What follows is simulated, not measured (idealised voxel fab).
This section sets out a process module, namely voxel gate over fins.
The figure presents cross-section cut, which has a width of 230 nm and is divided into square cells with an edge length of 5 nm.
This document writes a cross-section as a grid whose cells are square, and gives it as bands, listed from the top down; one or more rows of cells form a band.
Each band's line starts with the height of the band's top and of its bottom, in nm. Then come its materials from left to right, each with its width in nm. One material with "throughout" fills the band from edge to edge. "empty" is empty space.
All heights in this document are referenced to 0, defined as the level beneath which the wafer, as received, consists entirely of one material. The lowest band is not bounded below; it extends indefinitely downward and is written in the form "0 nm and below".
Quick explanation for "30..40": the width changes in equal steps down the rows of cells, from the first number in the band's top row to the second number in its bottom row.
Given "stayed the same" for a step, no cell of the cross-section differs between before and after that step.
"Sealed void listing" enumerates empty spaces isolated from the top, with no open way to it, that contain at least 8 cells, giving each as width x height at distance from the left edge, all three in nm.
Where a step's line continues beyond its settings, the continuation is a remark by the simulator itself on that step.
When a step includes a mask, the "overlay nm" setting on its line states how far to the right of its planned place that mask lay, and negative values state how far to the left.
## Intended process steps
1. RECEIVE [material Si]
2. CONFORMAL_DEP [material SiN] [thk nm 10]
3. PATTERN [tone cover] [mask id FINS] [material resist] [width nm 15] [pitch nm 40] [thk nm 15] [overlay nm 0]
4. DIRECTIONAL_ETCH [etch materials SiN] [depth nm 10]
5. DIRECTIONAL_ETCH [etch materials Si] [depth nm 40]
6. STRIP [etch materials resist]
7. OXIDIZE [depth nm 5]
8. FILL_DEP [material SiO2] [thk nm 15]
9. CMP [height nm 10]
10. SELECTIVE_ETCH [etch materials SiO2] [depth nm 20]
11. STRIP [etch materials SiN]
12. CONFORMAL_DEP [material HfO2] [thk nm 5]
13. CONFORMAL_DEP [material TiN] [thk nm 5]
14. CONFORMAL_DEP [material TiAl] [thk nm 5]
15. CONFORMAL_DEP [material TiN] [thk nm 5]
16. FILL_DEP [material W] [thk nm 10]
17. CMP [height nm 25]
18. CONFORMAL_DEP [material SiCN] [thk nm 5]
## As-received wafer cross-section (after step 1)
  0 nm and below: Si throughout
  Sealed void listing: none
## Post-module cross-section of the first of two wafers (run per plan)
  30 nm to 25 nm: SiCN throughout
  25 nm to 20 nm: W throughout
  20 nm to 15 nm: W=50, then TiN=125, then W=55
  15 nm to 10 nm: W=50, then TiN=5, then TiAl=35, then TiN=5, then TiAl=35, then TiN=5, then TiAl=35, then TiN=5, then W=55
  10 nm to 5 nm: TiN=55, then TiAl=5, then TiN=25, then TiAl=5, then TiN=5, then TiAl=5, then TiN=25, then TiAl=5, then TiN=5, then TiAl=5, then TiN=25, then TiAl=5, then TiN=60
  5 nm to 0 nm: TiAl=60, then TiN=5, then HfO2=15, then TiN=5, then TiAl=15, then TiN=5, then HfO2=15, then TiN=5, then TiAl=15, then TiN=5, then HfO2=15, then TiN=5, then TiAl=65
  0 nm to -5 nm: TiN=65, then HfO2=5, then Si=5, then HfO2=5, then TiN=25, then HfO2=5, then Si=5, then HfO2=5, then TiN=25, then HfO2=5, then Si=5, then HfO2=5, then TiN=70
  -5 nm to -10 nm: HfO2=70, then Si=5, then HfO2=35, then Si=5, then HfO2=35, then Si=5, then HfO2=75
  -10 nm to -45 nm: SiO2=70, then Si=5, then SiO2=35, then Si=5, then SiO2=35, then Si=5, then SiO2=75
  -45 nm and below: Si throughout
  Sealed void listing: none
## Cross-section, wafer two of two, end of module: same start and plan as wafer one, one error in execution
  30 nm to 25 nm: SiCN throughout
  25 nm to 20 nm: W throughout
  20 nm to 15 nm: W=50, then TiN=125, then W=55
  15 nm to 10 nm: W=50, then TiN=5, then TiAl=35, then TiN=5, then TiAl=35, then TiN=5, then TiAl=35, then TiN=5, then W=55
  10 nm to 5 nm: TiN=55, then TiAl=5, then TiN=25, then TiAl=5, then TiN=5, then TiAl=5, then TiN=25, then TiAl=5, then TiN=5, then TiAl=5, then TiN=25, then TiAl=5, then TiN=60
  5 nm to 0 nm: TiAl=60, then TiN=5, then HfO2=15, then TiN=5, then TiAl=15, then TiN=5, then HfO2=15, then TiN=5, then TiAl=15, then TiN=5, then HfO2=15, then TiN=5, then TiAl=65
  0 nm to -5 nm: TiN=65, then HfO2=5, then Si=5, then HfO2=5, then TiN=25, then HfO2=5, then Si=5, then HfO2=5, then TiN=25, then HfO2=5, then Si=5, then HfO2=5, then TiN=70
  -5 nm to -10 nm: HfO2=70, then Si=5, then HfO2=35, then Si=5, then HfO2=35, then Si=5, then HfO2=75
  -10 nm to -55 nm: SiO2=70, then Si=5, then SiO2=35, then Si=5, then SiO2=35, then Si=5, then SiO2=75
  -55 nm and below: Si throughout
  Sealed void listing: none
Against the plan, the run slipped here: heads up, step 5 didn't go per plan, it actually ran as DIRECTIONAL_ETCH [etch materials Si] [depth nm 50]
Heads up, by the end the second wafer has more or fewer cells of some materials compared to the first: -86 Si | +86 SiO2
